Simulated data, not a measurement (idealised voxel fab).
process module | voxel wiring stack
cross-section cut | 280 nm wide | cells 5 nm
A cross-section is a grid of square cells, given in bands from the top down. A band is one or more rows of cells.
Each band's line starts with the height of the band's top and of its bottom, in nm. Then come its materials from left to right, each with its width in nm. One material with "throughout" fills the band from edge to edge. "air" is empty space.
Height 0 is the level under which the wafer as received is all one material. The lowest band goes on downwards, as in "0 down".
A width such as "30 to 40" changes by the same amount from each row of cells to the next, from the band's top row to its bottom row.
"no change" after a step means that no cell of the cross-section changed.
closed voids: empty space of 8 cells or more with no open way to the top, each as width x height at its distance from the left edge, in nm
after a step's settings: what the simulator itself notes on the step
overlay nm, on a step with a mask: how far to the right of its planned place the mask lay; to the left if negative
plan
1 op RECEIVE | material Si
2 op CONFORMAL_DEP | material SiO2 | thk nm 10
3 op CONFORMAL_DEP | material SiN | thk nm 5
4 op DIRECTIONAL_DEP | material lowk | thk nm 25
5 op PATTERN | tone open | mask id METAL_1 | material resist | width nm 25 | pitch nm 40 | thk nm 20 | overlay nm -15
6 op DIRECTIONAL_ETCH | etch materials lowk | depth nm 25
7 op DIRECTIONAL_ETCH | etch materials SiN | depth nm 5
8 op STRIP | etch materials resist
9 op CONFORMAL_DEP | material TiN | thk nm 5
10 op FILL_DEP | material W | thk nm 5
11 op CMP | height nm 40
12 op CONFORMAL_DEP | material SiCN | thk nm 5
13 op DIRECTIONAL_DEP | material SiO2 | thk nm 30
14 op PATTERN | tone open | mask id METAL_2_HOLES | material resist | width nm 15 | pitch nm 40 | thk nm 20 | overlay nm 0
15 op DIRECTIONAL_ETCH | etch materials SiO2 | depth nm 30
16 op STRIP | etch materials resist
17 op DIRECTIONAL_DEP | material aC | thk nm 15
18 op PATTERN | tone open | mask id METAL_2 | material resist | width nm 25 | pitch nm 40 | thk nm 30 | overlay nm 0
19 op DIRECTIONAL_ETCH | etch materials aC | depth nm 15
20 op STRIP | etch materials resist
21 op DIRECTIONAL_ETCH | etch materials SiO2 | depth nm 15
22 op DIRECTIONAL_ETCH | etch materials SiCN | depth nm 5
23 op STRIP | etch materials aC
24 op CONFORMAL_DEP | material TiN | thk nm 5
25 op FILL_DEP | material Cu | thk nm 10
26 op CMP | height nm 75
27 op CONFORMAL_DEP | material SiCN | thk nm 5
28 op DIRECTIONAL_DEP | material lowk | thk nm 25
29 op PATTERN | tone open | mask id METAL_3_HOLES | material resist | width nm 15 | pitch nm 40 | thk nm 20 | overlay nm 0
30 op DIRECTIONAL_ETCH | etch materials lowk | depth nm 25
31 op STRIP | etch materials resist
32 op DIRECTIONAL_DEP | material aC | thk nm 10
33 op PATTERN | tone open | mask id METAL_3 | material resist | width nm 25 | pitch nm 40 | thk nm 30 | overlay nm 0
34 op DIRECTIONAL_ETCH | etch materials aC | depth nm 10
35 op STRIP | etch materials resist
36 op DIRECTIONAL_ETCH | etch materials lowk | depth nm 15
37 op DIRECTIONAL_ETCH | etch materials SiCN | depth nm 5
38 op STRIP | etch materials aC
39 op CONFORMAL_DEP | material TiN | thk nm 5
40 op FILL_DEP | material Cu | thk nm 10
41 op CMP | height nm 105
42 op CONFORMAL_DEP | material SiCN | thk nm 5
varied across the wafers: overlay nm of step 5. The plan shows the first wafer's value. All wafers start alike
first wafer as received, after step 1
  0 down: Si throughout
  closed voids: none
first wafer at the end, after step 42
  110 to 105: SiCN throughout
  105 to 95: lowk 65 | TiN 5 | Cu 15 | TiN 5 | lowk 15 | TiN 5 | Cu 15 | TiN 5 | lowk 15 | TiN 5 | Cu 15 | TiN 5 | lowk 15 | TiN 5 | Cu 15 | TiN 5 | lowk 70
  95 to 90: lowk 65 | TiN 5 | Cu 5 | TiN 15 | lowk 15 | TiN 5 | Cu 5 | TiN 15 | lowk 15 | TiN 5 | Cu 5 | TiN 15 | lowk 15 | TiN 5 | Cu 5 | TiN 15 | lowk 70
  90 to 80: lowk 65 | TiN 5 | Cu 5 | TiN 5 | lowk 25 | TiN 5 | Cu 5 | TiN 5 | lowk 25 | TiN 5 | Cu 5 | TiN 5 | lowk 25 | TiN 5 | Cu 5 | TiN 5 | lowk 80
  80 to 75: SiCN 65 | TiN 15 | SiCN 25 | TiN 15 | SiCN 25 | TiN 15 | SiCN 25 | TiN 15 | SiCN 80
  75 to 65: SiO2 65 | TiN 5 | Cu 15 | TiN 5 | SiO2 15 | TiN 5 | Cu 15 | TiN 5 | SiO2 15 | TiN 5 | Cu 15 | TiN 5 | SiO2 15 | TiN 5 | Cu 15 | TiN 5 | SiO2 70
  65 to 60: SiO2 65 | TiN 5 | Cu 5 | TiN 15 | SiO2 15 | TiN 5 | Cu 5 | TiN 15 | SiO2 15 | TiN 5 | Cu 5 | TiN 15 | SiO2 15 | TiN 5 | Cu 5 | TiN 15 | SiO2 70
  60 to 45: SiO2 65 | TiN 5 | Cu 5 | TiN 5 | SiO2 25 | TiN 5 | Cu 5 | TiN 5 | SiO2 25 | TiN 5 | Cu 5 | TiN 5 | SiO2 25 | TiN 5 | Cu 5 | TiN 5 | SiO2 80
  45 to 40: SiCN 65 | TiN 15 | SiCN 25 | TiN 15 | SiCN 25 | TiN 15 | SiCN 25 | TiN 15 | SiCN 80
  40 to 15: lowk 50 | TiN 5 | W 15 | TiN 5 | lowk 15 | TiN 5 | W 15 | TiN 5 | lowk 15 | TiN 5 | W 15 | TiN 5 | lowk 15 | TiN 5 | W 15 | TiN 5 | lowk 85
  15 to 10: SiN 50 | TiN 25 | SiN 15 | TiN 25 | SiN 15 | TiN 25 | SiN 15 | TiN 25 | SiN 85
  10 to 0: SiO2 throughout
  0 down: Si throughout
  closed voids: none
last wafer at the end
  110 to 105: SiCN throughout
  105 to 95: lowk 65 | TiN 5 | Cu 15 | TiN 5 | lowk 15 | TiN 5 | Cu 15 | TiN 5 | lowk 15 | TiN 5 | Cu 15 | TiN 5 | lowk 15 | TiN 5 | Cu 15 | TiN 5 | lowk 70
  95 to 90: lowk 65 | TiN 5 | Cu 5 | TiN 15 | lowk 15 | TiN 5 | Cu 5 | TiN 15 | lowk 15 | TiN 5 | Cu 5 | TiN 15 | lowk 15 | TiN 5 | Cu 5 | TiN 15 | lowk 70
  90 to 80: lowk 65 | TiN 5 | Cu 5 | TiN 5 | lowk 25 | TiN 5 | Cu 5 | TiN 5 | lowk 25 | TiN 5 | Cu 5 | TiN 5 | lowk 25 | TiN 5 | Cu 5 | TiN 5 | lowk 80
  80 to 75: SiCN 65 | TiN 15 | SiCN 25 | TiN 15 | SiCN 25 | TiN 15 | SiCN 25 | TiN 15 | SiCN 80
  75 to 65: SiO2 65 | TiN 5 | Cu 15 | TiN 5 | SiO2 15 | TiN 5 | Cu 15 | TiN 5 | SiO2 15 | TiN 5 | Cu 15 | TiN 5 | SiO2 15 | TiN 5 | Cu 15 | TiN 5 | SiO2 70
  65 to 60: SiO2 65 | TiN 5 | Cu 5 | TiN 15 | SiO2 15 | TiN 5 | Cu 5 | TiN 15 | SiO2 15 | TiN 5 | Cu 5 | TiN 15 | SiO2 15 | TiN 5 | Cu 5 | TiN 15 | SiO2 70
  60 to 45: SiO2 65 | TiN 5 | Cu 5 | TiN 5 | SiO2 25 | TiN 5 | Cu 5 | TiN 5 | SiO2 25 | TiN 5 | Cu 5 | TiN 5 | SiO2 25 | TiN 5 | Cu 5 | TiN 5 | SiO2 80
  45 to 40: SiCN 65 | TiN 15 | SiCN 25 | TiN 15 | SiCN 25 | TiN 15 | SiCN 25 | TiN 15 | SiCN 80
  40 to 15: lowk 80 | TiN 5 | W 15 | TiN 5 | lowk 15 | TiN 5 | W 15 | TiN 5 | lowk 15 | TiN 5 | W 15 | TiN 5 | lowk 15 | TiN 5 | W 15 | TiN 5 | lowk 55
  15 to 10: SiN 80 | TiN 25 | SiN 15 | TiN 25 | SiN 15 | TiN 25 | SiN 15 | TiN 25 | SiN 55
  10 to 0: SiO2 throughout
  0 down: Si throughout
  closed voids: none
each wafer at the end: cells of each material gained (+) or lost (-) since it was received, then its closed voids
overlay nm -15 | +76 Cu | +144 SiCN | +36 SiN | +352 SiO2 | +188 TiN | +60 W | +376 lowk | closed voids: none
overlay nm -10 | +76 Cu | +144 SiCN | +36 SiN | +352 SiO2 | +188 TiN | +60 W | +376 lowk | closed voids: none
overlay nm -5 | +76 Cu | +144 SiCN | +36 SiN | +352 SiO2 | +188 TiN | +60 W | +376 lowk | closed voids: none
overlay nm 0 | +76 Cu | +144 SiCN | +36 SiN | +352 SiO2 | +188 TiN | +60 W | +376 lowk | closed voids: none
overlay nm 5 | +76 Cu | +144 SiCN | +36 SiN | +352 SiO2 | +188 TiN | +60 W | +376 lowk | closed voids: none
overlay nm 10 | +76 Cu | +144 SiCN | +36 SiN | +352 SiO2 | +188 TiN | +60 W | +376 lowk | closed voids: none
overlay nm 15 | +76 Cu | +144 SiCN | +36 SiN | +352 SiO2 | +188 TiN | +60 W | +376 lowk | closed voids: none
